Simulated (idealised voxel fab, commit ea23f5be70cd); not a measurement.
A process module follows: voxel self aligned contacts.
280 nm wide, 5 nm square cells: that's cross-section cut.
Cross-section layout: square cells on a grid; listed as bands, top to bottom; a band spans one or more cell rows. It is stipulated that each band's entry specify, in nanometres, the height of the top of the band and then that of its bottom, followed by the materials of the band in left-to-right sequence, each together with its width in nanometres. A single material marked by the word "throughout" is understood to fill the band from edge to edge; the word "air" is understood to denote empty space. Beneath 0, the wafer as received is one material, and that level is where height counting begins. The lowest band goes on downward without a bottom; it is written like "top 0, no bottom". You'd read "30 to 40" like this: the band's top row of cells is as wide as the first number, its bottom row is as wide as the second, and going down, every row changes width by the same amount as the row before did. Key: "no modification" - step with no changed cell in the cross-section. Basically, "Internal closed voids" tells you about the enclosed voids: empty spaces with no open way to the top, 8 cells or bigger, each written width x height at distance, where distance is from the left edge, all in nm. On a step's line, text after the settings is the simulator commenting on that step. On any step carrying a mask, the "overlay nm" setting, if present on the step's line, tells how far right of its planned place the mask lay; negative values point to the left.

Below is the list of planned process steps
1) RECEIVE | material Si
2) CONFORMAL_DEP | material SiO2 | thk nm 5
3) DIRECTIONAL_DEP | material polySi | thk nm 25
4) DIRECTIONAL_DEP | material SiN | thk nm 20
5) PATTERN | tone cover | mask id GATE | material resist | width nm 30 | pitch nm 55 | thk nm 20 | overlay nm 0
6) DIRECTIONAL_ETCH | etch materials SiN | depth nm 20
7) DIRECTIONAL_ETCH | etch materials polySi | depth nm 25
8) STRIP | etch materials resist
9) CONFORMAL_DEP | material SiN | thk nm 5
10) DIRECTIONAL_ETCH | etch materials SiN | depth nm 5
11) FILL_DEP | material SiO2 | thk nm 10
12) CMP | height nm 55
13) PATTERN | tone open | mask id CONTACT | material resist | width nm 35 | pitch nm 55 | thk nm 15 | overlay nm 0
14) DIRECTIONAL_ETCH | etch materials SiO2 | depth nm 55
15) STRIP | etch materials resist
16) CONFORMAL_DEP | material TiN | thk nm 5
17) FILL_DEP | material W | thk nm 10
18) CMP | height nm 55
19) CONFORMAL_DEP | material SiN | thk nm 5

First out of two wafers; run went to plan

Cross-sectional view of the wafer in its as-received condition, corresponding to the state after step 1
- top 0, no bottom = Si throughout
- Internal closed voids: none

Upon completion of step 2, the wafer appears in cross-section as shown
- top 5, bottom 0 = SiO2 throughout
- Below 0, no change.

Upon completion of step 3, the wafer appears in cross-section as shown
- top 30, bottom 5 = polySi throughout
- Below 5, no change.

Upon completion of step 4, the wafer appears in cross-section as shown
- top 50, bottom 30 = SiN throughout
- Below 30, no change.

Upon completion of step 5, the wafer appears in cross-section as shown
- top 70, bottom 50 = air 70 / resist 30 / air 25 / resist 30 / air 25 / resist 30 / air 70
- Below 50, no change.

Upon completion of step 6, the wafer appears in cross-section as shown
- top 70, bottom 50 = air 70 / resist 30 / air 25 / resist 30 / air 25 / resist 30 / air 70
- top 50, bottom 30 = air 70 / SiN 30 / air 25 / SiN 30 / air 25 / SiN 30 / air 70
- Below 30, no change.

Upon completion of step 7, the wafer appears in cross-section as shown
- top 70, bottom 50 = air 70 / resist 30 / air 25 / resist 30 / air 25 / resist 30 / air 70
- top 50, bottom 30 = air 70 / SiN 30 / air 25 / SiN 30 / air 25 / SiN 30 / air 70
- top 30, bottom 5 = air 70 / polySi 30 / air 25 / polySi 30 / air 25 / polySi 30 / air 70
- Below 5, no change.

Upon completion of step 8, the wafer appears in cross-section as shown
- top 50, bottom 30 = air 70 / SiN 30 / air 25 / SiN 30 / air 25 / SiN 30 / air 70
- Below 30, no change.

Upon completion of step 9, the wafer appears in cross-section as shown
- top 55, bottom 30 = air 65 / SiN 40 / air 15 / SiN 40 / air 15 / SiN 40 / air 65
- top 30, bottom 10 = air 65 / SiN 5 / polySi 30 / SiN 5 / air 15 / SiN 5 / polySi 30 / SiN 5 / air 15 / SiN 5 / polySi 30 / SiN 5 / air 65
- top 10, bottom 5 = SiN 70 / polySi 30 / SiN 25 / polySi 30 / SiN 25 / polySi 30 / SiN 70
- Below 5, no change.

Upon completion of step 10, the wafer appears in cross-section as shown
- top 50, bottom 30 = air 65 / SiN 40 / air 15 / SiN 40 / air 15 / SiN 40 / air 65
- top 30, bottom 5 = air 65 / SiN 5 / polySi 30 / SiN 5 / air 15 / SiN 5 / polySi 30 / SiN 5 / air 15 / SiN 5 / polySi 30 / SiN 5 / air 65
- Below 5, no change.

Upon completion of step 11, the wafer appears in cross-section as shown
- top 60, bottom 50 = SiO2 throughout
- top 50, bottom 30 = SiO2 65 / SiN 40 / SiO2 15 / SiN 40 / SiO2 15 / SiN 40 / SiO2 65
- top 30, bottom 5 = SiO2 65 / SiN 5 / polySi 30 / SiN 5 / SiO2 15 / SiN 5 / polySi 30 / SiN 5 / SiO2 15 / SiN 5 / polySi 30 / SiN 5 / SiO2 65
- Below 5, no change.

Upon completion of step 12, the wafer appears in cross-section as shown
- top 55, bottom 50 = SiO2 throughout
- Below 50, no change.

Upon completion of step 13, the wafer appears in cross-section as shown
- top 70, bottom 55 = resist 95 / air 35 / resist 20 / air 35 / resist 95
- Below 55, no change.

Upon completion of step 14, the wafer appears in cross-section as shown
- top 70, bottom 55 = resist 95 / air 35 / resist 20 / air 35 / resist 95
- top 55, bottom 50 = SiO2 95 / air 35 / SiO2 20 / air 35 / SiO2 95
- top 50, bottom 30 = SiO2 65 / SiN 40 / air 15 / SiN 40 / air 15 / SiN 40 / SiO2 65
- top 30, bottom 5 = SiO2 65 / SiN 5 / polySi 30 / SiN 5 / air 15 / SiN 5 / polySi 30 / SiN 5 / air 15 / SiN 5 / polySi 30 / SiN 5 / SiO2 65
- top 5, bottom 0 = SiO2 105 / air 15 / SiO2 40 / air 15 / SiO2 105
- Below 0, no change.

Upon completion of step 15, the wafer appears in cross-section as shown
- top 55, bottom 50 = SiO2 95 / air 35 / SiO2 20 / air 35 / SiO2 95
- Below 50, no change.

Upon completion of step 16, the wafer appears in cross-section as shown
- top 60, bottom 55 = TiN 100 / air 25 / TiN 30 / air 25 / TiN 100
- top 55, bottom 50 = SiO2 95 / TiN 15 / air 5 / TiN 15 / SiO2 20 / TiN 15 / air 5 / TiN 15 / SiO2 95
- top 50, bottom 30 = SiO2 65 / SiN 40 / TiN 5 / air 5 / TiN 5 / SiN 40 / TiN 5 / air 5 / TiN 5 / SiN 40 / SiO2 65
- top 30, bottom 5 = SiO2 65 / SiN 5 / polySi 30 / SiN 5 / TiN 5 / air 5 / TiN 5 / SiN 5 / polySi 30 / SiN 5 / TiN 5 / air 5 / TiN 5 / SiN 5 / polySi 30 / SiN 5 / SiO2 65
- top 5, bottom 0 = SiO2 105 / TiN 15 / SiO2 40 / TiN 15 / SiO2 105
- Below 0, no change.

Upon completion of step 17, the wafer appears in cross-section as shown
- top 70, bottom 60 = W throughout
- top 60, bottom 55 = TiN 100 / W 25 / TiN 30 / W 25 / TiN 100
- top 55, bottom 50 = SiO2 95 / TiN 15 / W 5 / TiN 15 / SiO2 20 / TiN 15 / W 5 / TiN 15 / SiO2 95
- top 50, bottom 30 = SiO2 65 / SiN 40 / TiN 5 / W 5 / TiN 5 / SiN 40 / TiN 5 / W 5 / TiN 5 / SiN 40 / SiO2 65
- top 30, bottom 5 = SiO2 65 / SiN 5 / polySi 30 / SiN 5 / TiN 5 / W 5 / TiN 5 / SiN 5 / polySi 30 / SiN 5 / TiN 5 / W 5 / TiN 5 / SiN 5 / polySi 30 / SiN 5 / SiO2 65
- Below 5, no change.

Upon completion of step 18, the wafer appears in cross-section as shown
- top 55, bottom 50 = SiO2 95 / TiN 15 / W 5 / TiN 15 / SiO2 20 / TiN 15 / W 5 / TiN 15 / SiO2 95
- Below 50, no change.

Upon completion of step 19, the wafer appears in cross-section as shown
- top 60, bottom 55 = SiN throughout
- Below 55, no change.

Wafer two of two - same starting point, same process plan, one mistake in execution; matches wafer one up to and including step 18

Second wafer: cross-section at the scheduled end of step 19
- top 60, bottom 55 = W throughout
- Below 55, no change.
Where did the run depart from the plan? step 19 changed vs plan, executed as CONFORMAL_DEP | material W | thk nm 5
Materials where the second wafer ends with more or fewer cells than the first: SiN -56; W +56
